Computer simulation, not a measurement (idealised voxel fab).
You're looking at the process module voxel ribs on slabs.
The figure presents cross-section cut, which has a width of 260 nm and is divided into square cells with an edge length of 5 nm.
Heads up, the way a cross-section reads in here is a grid of square cells, handed over as bands from the top down, with every band being one or more rows of cells. In this notation a band is specified by the heights of its top and bottom, in that order and in nm, after which its materials appear from left to right, each paired with its width in nm. The word "edge to edge" attached to a single material means that material fills the band from edge to edge; the word "air" stands for empty space. Heights from 0 (as-received wafer is one material below). Bottom band endless downward, as "0 and below". The two numbers in a width such as "30 to 40" mark its ends across the band: the first belongs to the top row of cells, the second to the bottom row, and from each row to the next the width moves by the same amount. Reading "left unchanged" for a step: not a cell of the cross-section changed in it. In the "Enclosed void entries" entry, you get each enclosed empty space of 8 cells or more, one with no open way to the top, written width x height at distance, distance from the left edge, in nm. On a step's line, text after the settings is the simulator commenting on that step. What "overlay nm" on a step's line means: if the step has a mask, that mask lay this far to the right of its planned place, or, when the value is negative, to the left.
-- Planned process steps
1 op RECEIVE | material Si
2 op DIRECTIONAL_DEP | material SiO2 | thk nm 30
3 op DIRECTIONAL_DEP | material SiN | thk nm 20
4 op DIRECTIONAL_DEP | material aC | thk nm 10
5 op PATTERN | tone cover | mask id RIB | material resist | width nm 20 | thk nm 25 | overlay nm 0
6 op DIRECTIONAL_ETCH | etch materials aC | depth nm 10
7 op STRIP | etch materials resist
8 op DIRECTIONAL_ETCH | etch materials SiN | depth nm 5
9 op STRIP | etch materials aC
10 op PATTERN | tone cover | mask id SLAB | material resist | width nm 70 | thk nm 15 | overlay nm 0
11 op DIRECTIONAL_ETCH | etch materials SiN | depth nm 15
12 op STRIP | etch materials resist
13 op FILL_DEP | material SiO2 | thk nm 30
14 op CMP | height nm 70
15 op DIRECTIONAL_DEP | material TiN | thk nm 5
16 op MASKED_ETCH | tone cover | mask id HEATER | width nm 30 | etch materials TiN | depth nm 5 | overlay nm 0
17 op CONFORMAL_DEP | material SiO2 | thk nm 5
-- First out of two wafers; run went to plan
-- Wafer as received: cross-section following step 1
    0 and below | Si edge to edge
    Enclosed void entries: none
-- Wafer xsec, post step 2
    30 down to 0 | SiO2 edge to edge
    Below 0, the layers are the same as they were.
-- Wafer xsec, post step 3
    50 down to 30 | SiN edge to edge
    Below 30, the layers are the same as they were.
-- Wafer xsec, post step 4
    60 down to 50 | aC edge to edge
    Below 50, the layers are the same as they were.
-- Wafer xsec, post step 5
    85 down to 60 | 120 of air | 20 of resist | 120 of air
    Below 60, the layers are the same as they were.
-- Wafer xsec, post step 6
    75 down to 60 | 120 of air | 20 of resist | 120 of air
    60 down to 50 | 120 of air | 20 of aC | 120 of air
    Below 50, the layers are the same as they were.
-- Wafer xsec, post step 7
    60 down to 50 | 120 of air | 20 of aC | 120 of air
    Below 50, the layers are the same as they were.
-- Wafer xsec, post step 8
    60 down to 50 | 120 of air | 20 of aC | 120 of air
    50 down to 45 | 120 of air | 20 of SiN | 120 of air
    Below 45, the layers are the same as they were.
-- Wafer xsec, post step 9
    50 down to 45 | 120 of air | 20 of SiN | 120 of air
    Below 45, the layers are the same as they were.
-- Wafer xsec, post step 10
    65 down to 50 | 95 of air | 70 of resist | 95 of air
    50 down to 45 | 95 of air | 25 of resist | 20 of SiN | 25 of resist | 95 of air
    Below 45, the layers are the same as they were.
-- Wafer xsec, post step 11
    65 down to 50 | 95 of air | 70 of resist | 95 of air
    50 down to 45 | 95 of air | 25 of resist | 20 of SiN | 25 of resist | 95 of air
    45 down to 30 | 95 of air | 70 of SiN | 95 of air
    Below 30, the layers are the same as they were.
-- Wafer xsec, post step 12
    50 down to 45 | 120 of air | 20 of SiN | 120 of air
    Below 45, the layers are the same as they were.
-- Wafer xsec, post step 13
    80 down to 50 | SiO2 edge to edge
    50 down to 45 | 120 of SiO2 | 20 of SiN | 120 of SiO2
    45 down to 30 | 95 of SiO2 | 70 of SiN | 95 of SiO2
    Below 30, the layers are the same as they were.
-- Wafer xsec, post step 14
    70 down to 50 | SiO2 edge to edge
    Below 50, the layers are the same as they were.
-- Wafer xsec, post step 15
    75 down to 70 | TiN edge to edge
    Below 70, the layers are the same as they were.
-- Wafer xsec, post step 16
    75 down to 70 | 115 of air | 30 of TiN | 115 of air
    Below 70, the layers are the same as they were.
-- Wafer xsec, post step 17
    80 down to 75 | 110 of air | 40 of SiO2 | 110 of air
    75 down to 70 | 115 of SiO2 | 30 of TiN | 115 of SiO2
    Below 70, the layers are the same as they were.
-- It is to be noted that the second wafer proceeded from the same initial state and according to the same plan as the first, although one mistake was committed in its execution; through step 4, inclusive, the two wafers share an identical history
-- Cross-sectional view of the second wafer at the intended end time of process step 5
    85 down to 60 | 115 of air | 30 of resist | 115 of air
    Below 60, the layers are the same as they were.
-- Cross-sectional view of the second wafer at the intended end time of process step 6
    75 down to 60 | 115 of air | 30 of resist | 115 of air
    60 down to 50 | 115 of air | 30 of aC | 115 of air
    Below 50, the layers are the same as they were.
-- Cross-sectional view of the second wafer at the intended end time of process step 7
    60 down to 50 | 115 of air | 30 of aC | 115 of air
    Below 50, the layers are the same as they were.
-- Cross-sectional view of the second wafer at the intended end time of process step 8
    60 down to 50 | 115 of air | 30 of aC | 115 of air
    50 down to 45 | 115 of air | 30 of SiN | 115 of air
    Below 45, the layers are the same as they were.
-- Cross-sectional view of the second wafer at the intended end time of process step 9
    50 down to 45 | 115 of air | 30 of SiN | 115 of air
    Below 45, the layers are the same as they were.
-- Cross-sectional view of the second wafer at the intended end time of process step 10
    65 down to 50 | 95 of air | 70 of resist | 95 of air
    50 down to 45 | 95 of air | 20 of resist | 30 of SiN | 20 of resist | 95 of air
    Below 45, the layers are the same as they were.
-- Cross-sectional view of the second wafer at the intended end time of process step 11
    65 down to 50 | 95 of air | 70 of resist | 95 of air
    50 down to 45 | 95 of air | 20 of resist | 30 of SiN | 20 of resist | 95 of air
    45 down to 30 | 95 of air | 70 of SiN | 95 of air
    Below 30, the layers are the same as they were.
-- Cross-sectional view of the second wafer at the intended end time of process step 12
    50 down to 45 | 115 of air | 30 of SiN | 115 of air
    Below 45, the layers are the same as they were.
-- Cross-sectional view of the second wafer at the intended end time of process step 13
    80 down to 50 | SiO2 edge to edge
    50 down to 45 | 115 of SiO2 | 30 of SiN | 115 of SiO2
    45 down to 30 | 95 of SiO2 | 70 of SiN | 95 of SiO2
    Below 30, the layers are the same as they were.
-- Cross-sectional view of the second wafer at the intended end time of process step 14
    70 down to 50 | SiO2 edge to edge
    Below 50, the layers are the same as they were.
-- Cross-sectional view of the second wafer at the intended end time of process step 15
    75 down to 70 | TiN edge to edge
    Below 70, the layers are the same as they were.
-- Cross-sectional view of the second wafer at the intended end time of process step 16
    75 down to 70 | 115 of air | 30 of TiN | 115 of air
    Below 70, the layers are the same as they were.
-- Cross-sectional view of the second wafer at the intended end time of process step 17
    80 down to 75 | 110 of air | 40 of SiO2 | 110 of air
    75 down to 70 | 115 of SiO2 | 30 of TiN | 115 of SiO2
    Below 70, the layers are the same as they were.
Here's what went sideways: step 5, actual vs plan mismatch, actual run op PATTERN | tone cover | mask id RIB | material resist | width nm 30 | thk nm 25 | overlay nm 0
Once processing is complete, comparing cell counts shows that the second wafer has more or fewer of certain materials than the first: SiN: 2 more | SiO2: 2 fewer
